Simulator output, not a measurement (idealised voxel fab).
Process module under the name voxel local oxidation
Each square cell in cross-section cut measures 5 nm, and the section as a whole is 165 nm wide.
Just so we're on the same page, the cross-sections are grids of square cells, and they're listed out in bands top to bottom, each band one or more rows deep.
Look at the band entry: it leads with the top's height and the bottom's height in nm. Then it lists the materials left to right, with a width in nm for each. The word "throughout" on a single material says that material fills the band edge to edge. The word "blank" is empty space.
Height is counted from the level 0, under which the received wafer is composed throughout of one material. The lowest of the bands is not closed at the bottom but continues downward, in the notation "0..down".
It should be noted that a width expressed as "30..40" varies in equal increments from row to row of cells within the band, taking the value of the first number at the top row and that of the second number at the bottom row.
The cross-section has no changed cell in any step marked "nothing altered".
Enclosed voids (no open way to top), threshold 8 cells or more, entry "Sealed internal cavities", notation width x height at distance, distance from left edge, nm.
after a step's settings: what the simulator itself notes on the step
overlay nm, on a step with a mask: how far to the right of its planned place the mask lay; to the left if negative

Set out below are the planned steps of the process:
1,RECEIVE: material Si
2,OXIDIZE: depth nm 5
3,CONFORMAL_DEP: material SiN, thk nm 10
4,PATTERN: tone cover, mask id ACTIVE, material resist, width nm 105, thk nm 15, overlay nm 0
5,DIRECTIONAL_ETCH: etch materials SiN, depth nm 10
6,STRIP: etch materials resist
7,SELECTIVE_ETCH: etch materials SiO2, depth nm 5
8,OXIDIZE: depth nm 15
9,STRIP: etch materials SiN
Wafers differ in depth nm at step 7; plan lists the first wafer's value; identical starting state.

This is how the first of several wafers looked in cross-section when it arrived, which is after step 1:
- 0..down: Si throughout
- Sealed internal cavities: none

wafer rows; end of module; cells per material since receipt: (+) gained, (-) lost; then closed voids:
depth nm 5 | -93 Si | +79 SiO2 | Sealed internal cavities: none
depth nm 10 | -99 Si | +83 SiO2 | Sealed internal cavities: none
depth nm 15 | -105 Si | +87 SiO2 | Sealed internal cavities: none
depth nm 20 | -111 Si | +91 SiO2 | Sealed internal cavities: none
